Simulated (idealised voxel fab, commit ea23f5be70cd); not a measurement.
process module | voxel gate over fins
Cross-sectional view cut (width: 145 nm; square cell size: 5 nm).
Reading order for cross-sections: top band down to bottom band. Underlying form: a grid of square cells. Band size: one or more rows of cells.
First you get the band's top height and its bottom height, in nm, and then the materials it's made of, left to right, with each width in nm. If you see a single material with "full width", that one covers the band edge to edge. "blank" is empty space.
Heads up on the height convention: 0 is the point under which the incoming wafer is all one material, and the lowest band has no bottom, it just keeps going down, like "0 -> down".
With a width like "30->40", each row of cells in the band differs from the next by the same amount, the top row carrying the first number and the bottom row the second.
Given "same as before" for a step, no cell of the cross-section differs between before and after that step.
"Enclosed voids" specifies each empty space that is not open to the top and that occupies no fewer than 8 cells, using the form width x height at distance, the distance measured from the left edge and all three quantities in nm.
Where a step's line continues beyond its settings, the continuation is a remark by the simulator itself on that step.
Regarding "overlay nm": on a step with a mask, it is the distance the mask lay to the right of its planned place; a negative value places it to the left.
Planned process steps
1. RECEIVE, material Si
2. CONFORMAL_DEP, material SiN, thk nm 5
3. PATTERN, tone cover, mask id FINS, material resist, width nm 15, pitch nm 35, thk nm 20, overlay nm 0
4. DIRECTIONAL_ETCH, etch materials SiN, depth nm 5
5. DIRECTIONAL_ETCH, etch materials Si, depth nm 30
6. STRIP, etch materials resist
7. OXIDIZE, depth nm 5
8. FILL_DEP, material SiO2, thk nm 15
9. CMP, height nm 5
10. SELECTIVE_ETCH, etch materials SiO2, depth nm 15
11. STRIP, etch materials SiN
12. CONFORMAL_DEP, material HfO2, thk nm 5
13. CONFORMAL_DEP, material TiN, thk nm 5
14. FILL_DEP, material W, thk nm 15
15. CMP, height nm 20
16. CONFORMAL_DEP, material SiN, thk nm 5
Here's what the wafer looked like in cross-section when it arrived - that's after step 1
0 -> down  Si full width
Enclosed voids: none
First of two wafers: cross-section at end of module, run per plan
25 -> 20  SiN full width
20 -> 10  W full width
10 -> 5  W 25 nm  TiN 25 nm  W 10 nm  TiN 25 nm  W 10 nm  TiN 25 nm  W 25 nm
5 -> 0  W 25 nm  TiN 5 nm  HfO2 15 nm  TiN 5 nm  W 10 nm  TiN 5 nm  HfO2 15 nm  TiN 5 nm  W 10 nm  TiN 5 nm  HfO2 15 nm  TiN 5 nm  W 25 nm
0 -> -5  TiN 30 nm  HfO2 5 nm  Si 5 nm  HfO2 5 nm  TiN 20 nm  HfO2 5 nm  Si 5 nm  HfO2 5 nm  TiN 20 nm  HfO2 5 nm  Si 5 nm  HfO2 5 nm  TiN 30 nm
-5 -> -10  HfO2 35 nm  Si 5 nm  HfO2 30 nm  Si 5 nm  HfO2 30 nm  Si 5 nm  HfO2 35 nm
-10 -> -35  SiO2 35 nm  Si 5 nm  SiO2 30 nm  Si 5 nm  SiO2 30 nm  Si 5 nm  SiO2 35 nm
-35 -> down  Si full width
Enclosed voids: none
Cross-section of the latter of the two wafers at module completion. It had an identical start and an identical plan to the former; in running it, one mistake was made
25 -> 20  SiN full width
20 -> 10  W full width
10 -> 5  W 25 nm  TiN 30 nm  W 5 nm  TiN 30 nm  W 5 nm  TiN 30 nm  W 20 nm
5 -> 0  W 25 nm  TiN 5 nm  HfO2 20 nm  TiN 5 nm  W 5 nm  TiN 5 nm  HfO2 20 nm  TiN 5 nm  W 5 nm  TiN 5 nm  HfO2 20 nm  TiN 5 nm  W 20 nm
0 -> -5  TiN 30 nm  HfO2 5 nm  Si 10 nm  HfO2 5 nm  TiN 15 nm  HfO2 5 nm  Si 10 nm  HfO2 5 nm  TiN 15 nm  HfO2 5 nm  Si 10 nm  HfO2 5 nm  TiN 25 nm
-5 -> -10  HfO2 35 nm  Si 10 nm  HfO2 25 nm  Si 10 nm  HfO2 25 nm  Si 10 nm  HfO2 30 nm
-10 -> -35  SiO2 35 nm  Si 10 nm  SiO2 25 nm  Si 10 nm  SiO2 25 nm  Si 10 nm  SiO2 30 nm
-35 -> down  Si full width
Enclosed voids: none
Want to know what went wrong? planned and actual differ for step 3; actual: PATTERN, tone cover, mask id FINS, material resist, width nm 20, pitch nm 35, thk nm 20, overlay nm 0
FYI, end of process, the second wafer has more or fewer cells of some materials than the first: Si +21 | SiO2 -15 | W -6
